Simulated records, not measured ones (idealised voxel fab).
Process module, titled voxel self aligned contacts
Section shown: cut. Width: 205 nm. Cell size: 5 nm, square.
When this document writes out a cross-section, it uses a grid of square cells and lists it as bands, beginning at the top and moving down, with a band standing for one or more rows of cells. Top height, bottom height, nm. Materials left to right, width each, nm. Single material + "everywhere" = fills band edge to edge. "air" = empty. Convention: height 0 is the level below which the wafer, as received, is all one material. The lowest band does not terminate at the bottom but continues downward, represented as "0 -> down". When a width is written as two numbers, as in "30 to 40", the first number is the width in the top row of cells of the band and the second is the width in its bottom row, and the width changes by the same amount from each row to the next. Any step labelled "nothing different" changed none of the cells in the cross-section. "Completely sealed voids" lists enclosed empty spaces (at least 8 cells, no open path upward to the top), each as width x height at distance from the left edge, in nm. The remark found on a step's line after its settings is issued by the simulator itself and pertains to that step. overlay nm: right-of-plan distance of the mask on a masked step; negative values mean left-of-plan. Each pair below shows a cross-section before one step and the cross-section after it, down to the lowest band that changed. The line under each pair gives the step between them, with its settings. The pairs can come from different runs of this module on the same starting wafer, so a pair continues from the pair above only where its "Before-step section" says so.
[Before-step section]
    0 -> down  Si everywhere
    Completely sealed voids: none
[Resulting Cross-Section]
    5 -> 0  SiO2 everywhere
    Beneath the level 0, the cross-section is identical to its previous state.
    Completely sealed voids: none
The cross-sections above show the structure before and after this step: op CONFORMAL_DEP | material SiO2 | thk nm 5
Before-step section: identical to the post-step cross-section of the immediately preceding pair.
[Resulting Cross-Section]
    35 -> 5  polySi everywhere
    Beneath the level 5, the cross-section is identical to its previous state.
    Completely sealed voids: none
The cross-sections above show the structure before and after this step: op DIRECTIONAL_DEP | material polySi | thk nm 30
Before-step section: identical to the post-step cross-section of the immediately preceding pair.
[Resulting Cross-Section]
    55 -> 35  SiN everywhere
    Beneath the level 35, the cross-section is identical to its previous state.
    Completely sealed voids: none
The cross-sections above show the structure before and after this step: op DIRECTIONAL_DEP | material SiN | thk nm 20
Before-step section: identical to the post-step cross-section of the immediately preceding pair.
[Resulting Cross-Section]
    75 -> 55  air 55 nm, resist 30 nm, air 30 nm, resist 30 nm, air 60 nm
    Beneath the level 55, the cross-section is identical to its previous state.
    Completely sealed voids: none
The cross-sections above show the structure before and after this step: op PATTERN | tone cover | mask id GATE | material resist | width nm 30 | pitch nm 60 | thk nm 20 | overlay nm 0
Before-step section: identical to the post-step cross-section of the immediately preceding pair.
[Resulting Cross-Section]
    75 -> 55  air 55 nm, resist 30 nm, air 30 nm, resist 30 nm, air 60 nm
    55 -> 35  air 55 nm, SiN 30 nm, air 30 nm, SiN 30 nm, air 60 nm
    Beneath the level 35, the cross-section is identical to its previous state.
    Completely sealed voids: none
The cross-sections above show the structure before and after this step: op DIRECTIONAL_ETCH | etch materials SiN | depth nm 20
Before-step section: identical to the post-step cross-section of the immediately preceding pair.
[Resulting Cross-Section]
    75 -> 55  air 55 nm, resist 30 nm, air 30 nm, resist 30 nm, air 60 nm
    55 -> 35  air 55 nm, SiN 30 nm, air 30 nm, SiN 30 nm, air 60 nm
    35 -> 5  air 55 nm, polySi 30 nm, air 30 nm, polySi 30 nm, air 60 nm
    Beneath the level 5, the cross-section is identical to its previous state.
    Completely sealed voids: none
The cross-sections above show the structure before and after this step: op DIRECTIONAL_ETCH | etch materials polySi | depth nm 30
Before-step section: identical to the post-step cross-section of the immediately preceding pair.
[Resulting Cross-Section]
    55 -> 35  air 55 nm, SiN 30 nm, air 30 nm, SiN 30 nm, air 60 nm
    Beneath the level 35, the cross-section is identical to its previous state.
    Completely sealed voids: none
The cross-sections above show the structure before and after this step: op STRIP | etch materials resist
Before-step section: identical to the post-step cross-section of the immediately preceding pair.
[Resulting Cross-Section]
    60 -> 35  air 50 nm, SiN 40 nm, air 20 nm, SiN 40 nm, air 55 nm
    35 -> 10  air 50 nm, SiN 5 nm, polySi 30 nm, SiN 5 nm, air 20 nm, SiN 5 nm, polySi 30 nm, SiN 5 nm, air 55 nm
    10 -> 5  SiN 55 nm, polySi 30 nm, SiN 30 nm, polySi 30 nm, SiN 60 nm
    Beneath the level 5, the cross-section is identical to its previous state.
    Completely sealed voids: none
The cross-sections above show the structure before and after this step: op CONFORMAL_DEP | material SiN | thk nm 5
Before-step section: identical to the post-step cross-section of the immediately preceding pair.
[Resulting Cross-Section]
    55 -> 35  air 50 nm, SiN 40 nm, air 20 nm, SiN 40 nm, air 55 nm
    35 -> 5  air 50 nm, SiN 5 nm, polySi 30 nm, SiN 5 nm, air 20 nm, SiN 5 nm, polySi 30 nm, SiN 5 nm, air 55 nm
    Beneath the level 5, the cross-section is identical to its previous state.
    Completely sealed voids: none
The cross-sections above show the structure before and after this step: op DIRECTIONAL_ETCH | etch materials SiN | depth nm 5
Before-step section: identical to the post-step cross-section of the immediately preceding pair.
[Resulting Cross-Section]
    70 -> 55  SiO2 everywhere
    55 -> 35  SiO2 50 nm, SiN 40 nm, SiO2 20 nm, SiN 40 nm, SiO2 55 nm
    35 -> 5  SiO2 50 nm, SiN 5 nm, polySi 30 nm, SiN 5 nm, SiO2 20 nm, SiN 5 nm, polySi 30 nm, SiN 5 nm, SiO2 55 nm
    Beneath the level 5, the cross-section is identical to its previous state.
    Completely sealed voids: none
The cross-sections above show the structure before and after this step: op FILL_DEP | material SiO2 | thk nm 15
Before-step section: identical to the post-step cross-section of the immediately preceding pair.
[Resulting Cross-Section]
    60 -> 55  SiO2 everywhere
    Beneath the level 55, the cross-section is identical to its previous state.
    Completely sealed voids: none
The cross-sections above show the structure before and after this step: op CMP | height nm 60
Before-step section: identical to the post-step cross-section of the immediately preceding pair.
[Resulting Cross-Section]
    75 -> 60  resist 80 nm, air 40 nm, resist 85 nm
    Beneath the level 60, the cross-section is identical to its previous state.
    Completely sealed voids: none
The cross-sections above show the structure before and after this step: op PATTERN | tone open | mask id CONTACT | material resist | width nm 40 | thk nm 15 | overlay nm 0
Before-step section: identical to the post-step cross-section of the immediately preceding pair.
[Resulting Cross-Section]
    75 -> 60  resist 80 nm, air 40 nm, resist 85 nm
    60 -> 55  SiO2 80 nm, air 40 nm, SiO2 85 nm
    55 -> 35  SiO2 50 nm, SiN 40 nm, air 20 nm, SiN 40 nm, SiO2 55 nm
    35 -> 5  SiO2 50 nm, SiN 5 nm, polySi 30 nm, SiN 5 nm, air 20 nm, SiN 5 nm, polySi 30 nm, SiN 5 nm, SiO2 55 nm
    5 -> 0  SiO2 90 nm, air 20 nm, SiO2 95 nm
    Beneath the level 0, the cross-section is identical to its previous state.
    Completely sealed voids: none
The cross-sections above show the structure before and after this step: op DIRECTIONAL_ETCH | etch materials SiO2 | depth nm 60
Before-step section: identical to the post-step cross-section of the immediately preceding pair.
[Resulting Cross-Section]
    60 -> 55  SiO2 80 nm, air 40 nm, SiO2 85 nm
    Beneath the level 55, the cross-section is identical to its previous state.
    Completely sealed voids: none
The cross-sections above show the structure before and after this step: op STRIP | etch materials resist
Before-step section: identical to the post-step cross-section of the immediately preceding pair.
[Resulting Cross-Section]
    65 -> 60  TiN 85 nm, air 30 nm, TiN 90 nm
    60 -> 55  SiO2 80 nm, TiN 15 nm, air 10 nm, TiN 15 nm, SiO2 85 nm
    55 -> 35  SiO2 50 nm, SiN 40 nm, TiN 5 nm, air 10 nm, TiN 5 nm, SiN 40 nm, SiO2 55 nm
    35 -> 5  SiO2 50 nm, SiN 5 nm, polySi 30 nm, SiN 5 nm, TiN 5 nm, air 10 nm, TiN 5 nm, SiN 5 nm, polySi 30 nm, SiN 5 nm, SiO2 55 nm
    5 -> 0  SiO2 90 nm, TiN 20 nm, SiO2 95 nm
    Beneath the level 0, the cross-section is identical to its previous state.
    Completely sealed voids: none
The cross-sections above show the structure before and after this step: op CONFORMAL_DEP | material TiN | thk nm 5
Before-step section: identical to the post-step cross-section of the immediately preceding pair.
[Resulting Cross-Section]
    75 -> 65  W everywhere
    65 -> 60  TiN 85 nm, W 30 nm, TiN 90 nm
    60 -> 55  SiO2 80 nm, TiN 15 nm, W 10 nm, TiN 15 nm, SiO2 85 nm
    55 -> 35  SiO2 50 nm, SiN 40 nm, TiN 5 nm, W 10 nm, TiN 5 nm, SiN 40 nm, SiO2 55 nm
    35 -> 5  SiO2 50 nm, SiN 5 nm, polySi 30 nm, SiN 5 nm, TiN 5 nm, W 10 nm, TiN 5 nm, SiN 5 nm, polySi 30 nm, SiN 5 nm, SiO2 55 nm
    Beneath the level 5, the cross-section is identical to its previous state.
    Completely sealed voids: none
The cross-sections above show the structure before and after this step: op FILL_DEP | material W | thk nm 10
Before-step section: identical to the post-step cross-section of the immediately preceding pair.
[Resulting Cross-Section]
    60 -> 55  SiO2 80 nm, TiN 15 nm, W 10 nm, TiN 15 nm, SiO2 85 nm
    Beneath the level 55, the cross-section is identical to its previous state.
    Completely sealed voids: none
The cross-sections above show the structure before and after this step: op CMP | height nm 60
Before-step section: identical to the post-step cross-section of the immediately preceding pair.
[Resulting Cross-Section]
    65 -> 60  SiN everywhere
    Beneath the level 60, the cross-section is identical to its previous state.
    Completely sealed voids: none
The cross-sections above show the structure before and after this step: op CONFORMAL_DEP | material SiN | thk nm 5
[Before-step section]
    55 -> 35  air 55 nm, SiN 30 nm, air 30 nm, SiN 30 nm, air 60 nm
    35 -> 5  air 55 nm, polySi 30 nm, air 30 nm, polySi 30 nm, air 60 nm
    5 -> 0  SiO2 everywhere
    0 -> down  Si everywhere
    Completely sealed voids: none
[Resulting Cross-Section]
    50 -> 35  air 55 nm, SiN 30 nm, air 30 nm, SiN 30 nm, air 60 nm
    Beneath the level 35, the cross-section is identical to its previous state.
    Completely sealed voids: none
The cross-sections above show the structure before and after this step: op DIRECTIONAL_ETCH | etch materials SiN | depth nm 5
Before-step section: identical to the post-step cross-section of the immediately preceding pair.
[Resulting Cross-Section]
    65 -> 50  SiO2 everywhere
    50 -> 35  SiO2 55 nm, SiN 30 nm, SiO2 30 nm, SiN 30 nm, SiO2 60 nm
    35 -> 5  SiO2 55 nm, polySi 30 nm, SiO2 30 nm, polySi 30 nm, SiO2 60 nm
    Beneath the level 5, the cross-section is identical to its previous state.
    Completely sealed voids: none
The cross-sections above show the structure before and after this step: op FILL_DEP | material SiO2 | thk nm 15
Before-step section: identical to the post-step cross-section of the immediately preceding pair.
[Resulting Cross-Section]
    60 -> 50  SiO2 everywhere
    Beneath the level 50, the cross-section is identical to its previous state.
    Completely sealed voids: none
The cross-sections above show the structure before and after this step: op CMP | height nm 60
Before-step section: identical to the post-step cross-section of the immediately preceding pair.
[Resulting Cross-Section]
    75 -> 60  resist 80 nm, air 40 nm, resist 85 nm
    Beneath the level 60, the cross-section is identical to its previous state.
    Completely sealed voids: none
The cross-sections above show the structure before and after this step: op PATTERN | tone open | mask id CONTACT | material resist | width nm 40 | thk nm 15 | overlay nm 0
Before-step section: identical to the post-step cross-section of the immediately preceding pair.
[Resulting Cross-Section]
    75 -> 60  resist 80 nm, air 40 nm, resist 85 nm
    60 -> 50  SiO2 80 nm, air 40 nm, SiO2 85 nm
    50 -> 35  SiO2 55 nm, SiN 30 nm, air 30 nm, SiN 30 nm, SiO2 60 nm
    35 -> 5  SiO2 55 nm, polySi 30 nm, air 30 nm, polySi 30 nm, SiO2 60 nm
    5 -> 0  SiO2 85 nm, air 30 nm, SiO2 90 nm
    Beneath the level 0, the cross-section is identical to its previous state.
    Completely sealed voids: none
The cross-sections above show the structure before and after this step: op DIRECTIONAL_ETCH | etch materials SiO2 | depth nm 60
Before-step section: identical to the post-step cross-section of the immediately preceding pair.
[Resulting Cross-Section]
    60 -> 50  SiO2 80 nm, air 40 nm, SiO2 85 nm
    Beneath the level 50, the cross-section is identical to its previous state.
    Completely sealed voids: none
The cross-sections above show the structure before and after this step: op STRIP | etch materials resist
Before-step section: identical to the post-step cross-section of the immediately preceding pair.
[Resulting Cross-Section]
    65 -> 60  TiN 85 nm, air 30 nm, TiN 90 nm
    60 -> 50  SiO2 80 nm, TiN 5 to 10 nm, air 30 to 20 nm, TiN 5 to 10 nm, SiO2 85 nm
    50 -> 35  SiO2 55 nm, SiN 30 nm, TiN 5 nm, air 20 nm, TiN 5 nm, SiN 30 nm, SiO2 60 nm
    35 -> 5  SiO2 55 nm, polySi 30 nm, TiN 5 nm, air 20 nm, TiN 5 nm, polySi 30 nm, SiO2 60 nm
    5 -> 0  SiO2 85 nm, TiN 30 nm, SiO2 90 nm
    Beneath the level 0, the cross-section is identical to its previous state.
    Completely sealed voids: none
The cross-sections above show the structure before and after this step: op CONFORMAL_DEP | material TiN | thk nm 5
Before-step section: identical to the post-step cross-section of the immediately preceding pair.
[Resulting Cross-Section]
    75 -> 65  W everywhere
    65 -> 60  TiN 85 nm, W 30 nm, TiN 90 nm
    60 -> 50  SiO2 80 nm, TiN 5 to 10 nm, W 30 to 20 nm, TiN 5 to 10 nm, SiO2 85 nm
    50 -> 35  SiO2 55 nm, SiN 30 nm, TiN 5 nm, W 20 nm, TiN 5 nm, SiN 30 nm, SiO2 60 nm
    35 -> 5  SiO2 55 nm, polySi 30 nm, TiN 5 nm, W 20 nm, TiN 5 nm, polySi 30 nm, SiO2 60 nm
    Beneath the level 5, the cross-section is identical to its previous state.
    Completely sealed voids: none
The cross-sections above show the structure before and after this step: op FILL_DEP | material W | thk nm 10
Before-step section: identical to the post-step cross-section of the immediately preceding pair.
[Resulting Cross-Section]
    60 -> 50  SiO2 80 nm, TiN 5 to 10 nm, W 30 to 20 nm, TiN 5 to 10 nm, SiO2 85 nm
    Beneath the level 50, the cross-section is identical to its previous state.
    Completely sealed voids: none
The cross-sections above show the structure before and after this step: op CMP | height nm 60
Before-step section: identical to the post-step cross-section of the immediately preceding pair.
[Resulting Cross-Section]
    65 -> 60  SiN everywhere
    Beneath the level 60, the cross-section is identical to its previous state.
    Completely sealed voids: none
The cross-sections above show the structure before and after this step: op CONFORMAL_DEP | material SiN | thk nm 5
[Before-step section]
    35 -> 5  polySi everywhere
    5 -> 0  SiO2 everywhere
    0 -> down  Si everywhere
    Completely sealed voids: none
[Resulting Cross-Section]
    65 -> 5  polySi everywhere
    Beneath the level 5, the cross-section is identical to its previous state.
    Completely sealed voids: none
The cross-sections above show the structure before and after this step: op DIRECTIONAL_DEP | material polySi | thk nm 30
Before-step section: identical to the post-step cross-section of the immediately preceding pair.
[Resulting Cross-Section]
    85 -> 65  SiN everywhere
    Beneath the level 65, the cross-section is identical to its previous state.
    Completely sealed voids: none
The cross-sections above show the structure before and after this step: op DIRECTIONAL_DEP | material SiN | thk nm 20
Before-step section: identical to the post-step cross-section of the immediately preceding pair.
[Resulting Cross-Section]
    105 -> 85  air 55 nm, resist 30 nm, air 30 nm, resist 30 nm, air 60 nm
    Beneath the level 85, the cross-section is identical to its previous state.
    Completely sealed voids: none
The cross-sections above show the structure before and after this step: op PATTERN | tone cover | mask id GATE | material resist | width nm 30 | pitch nm 60 | thk nm 20 | overlay nm 0
Before-step section: identical to the post-step cross-section of the immediately preceding pair.
[Resulting Cross-Section]
    105 -> 85  air 55 nm, resist 30 nm, air 30 nm, resist 30 nm, air 60 nm
    85 -> 65  air 55 nm, SiN 30 nm, air 30 nm, SiN 30 nm, air 60 nm
    Beneath the level 65, the cross-section is identical to its previous state.
    Completely sealed voids: none
The cross-sections above show the structure before and after this step: op DIRECTIONAL_ETCH | etch materials SiN | depth nm 20
Before-step section: identical to the post-step cross-section of the immediately preceding pair.
[Resulting Cross-Section]
    105 -> 85  air 55 nm, resist 30 nm, air 30 nm, resist 30 nm, air 60 nm
    85 -> 65  air 55 nm, SiN 30 nm, air 30 nm, SiN 30 nm, air 60 nm
    65 -> 35  air 55 nm, polySi 30 nm, air 30 nm, polySi 30 nm, air 60 nm
    Beneath the level 35, the cross-section is identical to its previous state.
    Completely sealed voids: none
The cross-sections above show the structure before and after this step: op DIRECTIONAL_ETCH | etch materials polySi | depth nm 30
Before-step section: identical to the post-step cross-section of the immediately preceding pair.
[Resulting Cross-Section]
    85 -> 65  air 55 nm, SiN 30 nm, air 30 nm, SiN 30 nm, air 60 nm
    Beneath the level 65, the cross-section is identical to its previous state.
    Completely sealed voids: none
The cross-sections above show the structure before and after this step: op STRIP | etch materials resist
Before-step section: identical to the post-step cross-section of the immediately preceding pair.
[Resulting Cross-Section]
    90 -> 65  air 50 nm, SiN 40 nm, air 20 nm, SiN 40 nm, air 55 nm
    65 -> 40  air 50 nm, SiN 5 nm, polySi 30 nm, SiN 5 nm, air 20 nm, SiN 5 nm, polySi 30 nm, SiN 5 nm, air 55 nm
    40 -> 35  SiN 55 nm, polySi 30 nm, SiN 30 nm, polySi 30 nm, SiN 60 nm
    Beneath the level 35, the cross-section is identical to its previous state.
    Completely sealed voids: none
The cross-sections above show the structure before and after this step: op CONFORMAL_DEP | material SiN | thk nm 5
Before-step section: identical to the post-step cross-section of the immediately preceding pair.
[Resulting Cross-Section]
    85 -> 65  air 50 nm, SiN 40 nm, air 20 nm, SiN 40 nm, air 55 nm
    65 -> 35  air 50 nm, SiN 5 nm, polySi 30 nm, SiN 5 nm, air 20 nm, SiN 5 nm, polySi 30 nm, SiN 5 nm, air 55 nm
    Beneath the level 35, the cross-section is identical to its previous state.
    Completely sealed voids: none
The cross-sections above show the structure before and after this step: op DIRECTIONAL_ETCH | etch materials SiN | depth nm 5
Before-step section: identical to the post-step cross-section of the immediately preceding pair.
[Resulting Cross-Section]
    100 -> 85  SiO2 everywhere
    85 -> 65  SiO2 50 nm, SiN 40 nm, SiO2 20 nm, SiN 40 nm, SiO2 55 nm
    65 -> 35  SiO2 50 nm, SiN 5 nm, polySi 30 nm, SiN 5 nm, SiO2 20 nm, SiN 5 nm, polySi 30 nm, SiN 5 nm, SiO2 55 nm
    Beneath the level 35, the cross-section is identical to its previous state.
    Completely sealed voids: none
The cross-sections above show the structure before and after this step: op FILL_DEP | material SiO2 | thk nm 15
Before-step section: identical to the post-step cross-section of the immediately preceding pair.
[Resulting Cross-Section]
    60 -> 35  SiO2 50 nm, SiN 5 nm, polySi 30 nm, SiN 5 nm, SiO2 20 nm, SiN 5 nm, polySi 30 nm, SiN 5 nm, SiO2 55 nm
    Beneath the level 35, the cross-section is identical to its previous state.
    Completely sealed voids: none
The cross-sections above show the structure before and after this step: op CMP | height nm 60
Before-step section: identical to the post-step cross-section of the immediately preceding pair.
[Resulting Cross-Section]
    75 -> 60  resist 80 nm, air 40 nm, resist 85 nm
    Beneath the level 60, the cross-section is identical to its previous state.
    Completely sealed voids: none
The cross-sections above show the structure before and after this step: op PATTERN | tone open | mask id CONTACT | material resist | width nm 40 | thk nm 15 | overlay nm 0
Before-step section: identical to the post-step cross-section of the immediately preceding pair.
[Resulting Cross-Section]
    75 -> 60  resist 80 nm, air 40 nm, resist 85 nm
    60 -> 35  SiO2 50 nm, SiN 5 nm, polySi 30 nm, SiN 5 nm, air 20 nm, SiN 5 nm, polySi 30 nm, SiN 5 nm, SiO2 55 nm
    Beneath the level 35, the cross-section is identical to its previous state.
    Completely sealed voids: none
The cross-sections above show the structure before and after this step: op DIRECTIONAL_ETCH | etch materials SiO2 | depth nm 60
Before-step section: identical to the post-step cross-section of the immediately preceding pair.
[Resulting Cross-Section]
    60 -> 35  SiO2 50 nm, SiN 5 nm, polySi 30 nm, SiN 5 nm, air 20 nm, SiN 5 nm, polySi 30 nm, SiN 5 nm, SiO2 55 nm
    Beneath the level 35, the cross-section is identical to its previous state.
    Completely sealed voids: none
The cross-sections above show the structure before and after this step: op STRIP | etch materials resist
Before-step section: identical to the post-step cross-section of the immediately preceding pair.
[Resulting Cross-Section]
    65 -> 60  TiN 95 nm, air 10 nm, TiN 100 nm
    60 -> 40  SiO2 50 nm, SiN 5 nm, polySi 30 nm, SiN 5 nm, TiN 5 nm, air 10 nm, TiN 5 nm, SiN 5 nm, polySi 30 nm, SiN 5 nm, SiO2 55 nm
    40 -> 35  SiO2 50 nm, SiN 5 nm, polySi 30 nm, SiN 5 nm, TiN 20 nm, SiN 5 nm, polySi 30 nm, SiN 5 nm, SiO2 55 nm
    Beneath the level 35, the cross-section is identical to its previous state.
    Completely sealed voids: none
The cross-sections above show the structure before and after this step: op CONFORMAL_DEP | material TiN | thk nm 5
Before-step section: identical to the post-step cross-section of the immediately preceding pair.
[Resulting Cross-Section]
    75 -> 65  W everywhere
    65 -> 60  TiN 95 nm, W 10 nm, TiN 100 nm
    60 -> 40  SiO2 50 nm, SiN 5 nm, polySi 30 nm, SiN 5 nm, TiN 5 nm, W 10 nm, TiN 5 nm, SiN 5 nm, polySi 30 nm, SiN 5 nm, SiO2 55 nm
    Beneath the level 40, the cross-section is identical to its previous state.
    Completely sealed voids: none
The cross-sections above show the structure before and after this step: op FILL_DEP | material W | thk nm 10
Before-step section: identical to the post-step cross-section of the immediately preceding pair.
[Resulting Cross-Section]
    60 -> 40  SiO2 50 nm, SiN 5 nm, polySi 30 nm, SiN 5 nm, TiN 5 nm, W 10 nm, TiN 5 nm, SiN 5 nm, polySi 30 nm, SiN 5 nm, SiO2 55 nm
    Beneath the level 40, the cross-section is identical to its previous state.
    Completely sealed voids: none
The cross-sections above show the structure before and after this step: op CMP | height nm 60
Before-step section: identical to the post-step cross-section of the immediately preceding pair.
[Resulting Cross-Section]
    65 -> 60  SiN everywhere
    Beneath the level 60, the cross-section is identical to its previous state.
    Completely sealed voids: none
The cross-sections above show the structure before and after this step: op CONFORMAL_DEP | material SiN | thk nm 5
[Before-step section]
    5 -> 0  SiO2 everywhere
    0 -> down  Si everywhere
    Completely sealed voids: none
[Resulting Cross-Section]
    25 -> 5  SiN everywhere
    Beneath the level 5, the cross-section is identical to its previous state.
    Completely sealed voids: none
The cross-sections above show the structure before and after this step: op DIRECTIONAL_DEP | material SiN | thk nm 20
Before-step section: identical to the post-step cross-section of the immediately preceding pair.
[Resulting Cross-Section]
    55 -> 25  polySi everywhere
    Beneath the level 25, the cross-section is identical to its previous state.
    Completely sealed voids: none
The cross-sections above show the structure before and after this step: op DIRECTIONAL_DEP | material polySi | thk nm 30
Before-step section: identical to the post-step cross-section of the immediately preceding pair.
[Resulting Cross-Section]
    75 -> 55  air 55 nm, resist 30 nm, air 30 nm, resist 30 nm, air 60 nm
    Beneath the level 55, the cross-section is identical to its previous state.
    Completely sealed voids: none
The cross-sections above show the structure before and after this step: op PATTERN | tone cover | mask id GATE | material resist | width nm 30 | pitch nm 60 | thk nm 20 | overlay nm 0
Before-step section: identical to the post-step cross-section of the immediately preceding pair.
[Resulting Cross-Section]
    75 -> 55  air 55 nm, resist 30 nm, air 30 nm, resist 30 nm, air 60 nm
    55 -> 25  air 55 nm, polySi 30 nm, air 30 nm, polySi 30 nm, air 60 nm
    Beneath the level 25, the cross-section is identical to its previous state.
    Completely sealed voids: none
The cross-sections above show the structure before and after this step: op DIRECTIONAL_ETCH | etch materials polySi | depth nm 30
Before-step section: identical to the post-step cross-section of the immediately preceding pair.
[Resulting Cross-Section]
    55 -> 25  air 55 nm, polySi 30 nm, air 30 nm, polySi 30 nm, air 60 nm
    Beneath the level 25, the cross-section is identical to its previous state.
    Completely sealed voids: none
The cross-sections above show the structure before and after this step: op STRIP | etch materials resist
Before-step section: identical to the post-step cross-section of the immediately preceding pair.
[Resulting Cross-Section]
    60 -> 55  air 50 nm, SiN 40 nm, air 20 nm, SiN 40 nm, air 55 nm
    55 -> 30  air 50 nm, SiN 5 nm, polySi 30 nm, SiN 5 nm, air 20 nm, SiN 5 nm, polySi 30 nm, SiN 5 nm, air 55 nm
    30 -> 25  SiN 55 nm, polySi 30 nm, SiN 30 nm, polySi 30 nm, SiN 60 nm
    Beneath the level 25, the cross-section is identical to its previous state.
    Completely sealed voids: none
The cross-sections above show the structure before and after this step: op CONFORMAL_DEP | material SiN | thk nm 5
Before-step section: identical to the post-step cross-section of the immediately preceding pair.
[Resulting Cross-Section]
    55 -> 25  air 50 nm, SiN 5 nm, polySi 30 nm, SiN 5 nm, air 20 nm, SiN 5 nm, polySi 30 nm, SiN 5 nm, air 55 nm
    Beneath the level 25, the cross-section is identical to its previous state.
    Completely sealed voids: none
The cross-sections above show the structure before and after this step: op DIRECTIONAL_ETCH | etch materials SiN | depth nm 5
Before-step section: identical to the post-step cross-section of the immediately preceding pair.
[Resulting Cross-Section]
    70 -> 55  SiO2 everywhere
    55 -> 25  SiO2 50 nm, SiN 5 nm, polySi 30 nm, SiN 5 nm, SiO2 20 nm, SiN 5 nm, polySi 30 nm, SiN 5 nm, SiO2 55 nm
    Beneath the level 25, the cross-section is identical to its previous state.
    Completely sealed voids: none
The cross-sections above show the structure before and after this step: op FILL_DEP | material SiO2 | thk nm 15
Before-step section: identical to the post-step cross-section of the immediately preceding pair.
[Resulting Cross-Section]
    60 -> 55  SiO2 everywhere
    Beneath the level 55, the cross-section is identical to its previous state.
    Completely sealed voids: none
The cross-sections above show the structure before and after this step: op CMP | height nm 60
Before-step section: identical to the post-step cross-section of the immediately preceding pair.
[Resulting Cross-Section]
    75 -> 60  resist 80 nm, air 40 nm, resist 85 nm
    Beneath the level 60, the cross-section is identical to its previous state.
    Completely sealed voids: none
The cross-sections above show the structure before and after this step: op PATTERN | tone open | mask id CONTACT | material resist | width nm 40 | thk nm 15 | overlay nm 0
Before-step section: identical to the post-step cross-section of the immediately preceding pair.
[Resulting Cross-Section]
    75 -> 60  resist 80 nm, air 40 nm, resist 85 nm
    60 -> 55  SiO2 80 nm, air 40 nm, SiO2 85 nm
    55 -> 25  SiO2 50 nm, SiN 5 nm, polySi 30 nm, SiN 5 nm, air 20 nm, SiN 5 nm, polySi 30 nm, SiN 5 nm, SiO2 55 nm
    Beneath the level 25, the cross-section is identical to its previous state.
    Completely sealed voids: none
The cross-sections above show the structure before and after this step: op DIRECTIONAL_ETCH | etch materials SiO2 | depth nm 60
Before-step section: identical to the post-step cross-section of the immediately preceding pair.
[Resulting Cross-Section]
    60 -> 55  SiO2 80 nm, air 40 nm, SiO2 85 nm
    Beneath the level 55, the cross-section is identical to its previous state.
    Completely sealed voids: none
The cross-sections above show the structure before and after this step: op STRIP | etch materials resist
Before-step section: identical to the post-step cross-section of the immediately preceding pair.
[Resulting Cross-Section]
    65 -> 60  TiN 85 nm, air 30 nm, TiN 90 nm
    60 -> 55  SiO2 80 nm, TiN 15 nm, air 10 nm, TiN 15 nm, SiO2 85 nm
    55 -> 30  SiO2 50 nm, SiN 5 nm, polySi 30 nm, SiN 5 nm, TiN 5 nm, air 10 nm, TiN 5 nm, SiN 5 nm, polySi 30 nm, SiN 5 nm, SiO2 55 nm
    30 -> 25  SiO2 50 nm, SiN 5 nm, polySi 30 nm, SiN 5 nm, TiN 20 nm, SiN 5 nm, polySi 30 nm, SiN 5 nm, SiO2 55 nm
    Beneath the level 25, the cross-section is identical to its previous state.
    Completely sealed voids: none
The cross-sections above show the structure before and after this step: op CONFORMAL_DEP | material TiN | thk nm 5
Before-step section: identical to the post-step cross-section of the immediately preceding pair.
[Resulting Cross-Section]
    75 -> 65  W everywhere
    65 -> 60  TiN 85 nm, W 30 nm, TiN 90 nm
    60 -> 55  SiO2 80 nm, TiN 15 nm, W 10 nm, TiN 15 nm, SiO2 85 nm
    55 -> 30  SiO2 50 nm, SiN 5 nm, polySi 30 nm, SiN 5 nm, TiN 5 nm, W 10 nm, TiN 5 nm, SiN 5 nm, polySi 30 nm, SiN 5 nm, SiO2 55 nm
    Beneath the level 30, the cross-section is identical to its previous state.
    Completely sealed voids: none
The cross-sections above show the structure before and after this step: op FILL_DEP | material W | thk nm 10
Before-step section: identical to the post-step cross-section of the immediately preceding pair.
[Resulting Cross-Section]
    60 -> 55  SiO2 80 nm, TiN 15 nm, W 10 nm, TiN 15 nm, SiO2 85 nm
    Beneath the level 55, the cross-section is identical to its previous state.
    Completely sealed voids: none
The cross-sections above show the structure before and after this step: op CMP | height nm 60
Before-step section: identical to the post-step cross-section of the immediately preceding pair.
[Resulting Cross-Section]
    65 -> 60  SiN everywhere
    Beneath the level 60, the cross-section is identical to its previous state.
    Completely sealed voids: none
The cross-sections above show the structure before and after this step: op CONFORMAL_DEP | material SiN | thk nm 5
[Before-step section]
    55 -> 35  air 55 nm, SiN 30 nm, air 30 nm, SiN 30 nm, air 60 nm
    35 -> 5  air 55 nm, polySi 30 nm, air 30 nm, polySi 30 nm, air 60 nm
    5 -> 0  SiO2 everywhere
    0 -> down  Si everywhere
    Completely sealed voids: none
[Resulting Cross-Section]
    70 -> 35  air 40 nm, SiN 120 nm, air 45 nm
    35 -> 20  air 40 nm, SiN 15 nm, polySi 30 nm, SiN 30 nm, polySi 30 nm, SiN 15 nm, air 45 nm
    20 -> 5  SiN 55 nm, polySi 30 nm, SiN 30 nm, polySi 30 nm, SiN 60 nm
    Beneath the level 5, the cross-section is identical to its previous state.
    Completely sealed voids: none
The cross-sections above show the structure before and after this step: op CONFORMAL_DEP | material SiN | thk nm 15
Before-step section: identical to the post-step cross-section of the immediately preceding pair.
[Resulting Cross-Section]
    65 -> 35  air 40 nm, SiN 120 nm, air 45 nm
    35 -> 15  air 40 nm, SiN 15 nm, polySi 30 nm, SiN 30 nm, polySi 30 nm, SiN 15 nm, air 45 nm
    Beneath the level 15, the cross-section is identical to its previous state.
    Completely sealed voids: none
The cross-sections above show the structure before and after this step: op DIRECTIONAL_ETCH | etch materials SiN | depth nm 5
Before-step section: identical to the post-step cross-section of the immediately preceding pair.
[Resulting Cross-Section]
    80 -> 65  SiO2 everywhere
    65 -> 35  SiO2 40 nm, SiN 120 nm, SiO2 45 nm
    35 -> 15  SiO2 40 nm, SiN 15 nm, polySi 30 nm, SiN 30 nm, polySi 30 nm, SiN 15 nm, SiO2 45 nm
    Beneath the level 15, the cross-section is identical to its previous state.
    Completely sealed voids: none
The cross-sections above show the structure before and after this step: op FILL_DEP | material SiO2 | thk nm 15
Before-step section: identical to the post-step cross-section of the immediately preceding pair.
[Resulting Cross-Section]
    60 -> 35  SiO2 40 nm, SiN 120 nm, SiO2 45 nm
    Beneath the level 35, the cross-section is identical to its previous state.
    Completely sealed voids: none
The cross-sections above show the structure before and after this step: op CMP | height nm 60
Before-step section: identical to the post-step cross-section of the immediately preceding pair.
[Resulting Cross-Section]
    75 -> 60  resist 80 nm, air 40 nm, resist 85 nm
    Beneath the level 60, the cross-section is identical to its previous state.
    Completely sealed voids: none
The cross-sections above show the structure before and after this step: op PATTERN | tone open | mask id CONTACT | material resist | width nm 40 | thk nm 15 | overlay nm 0
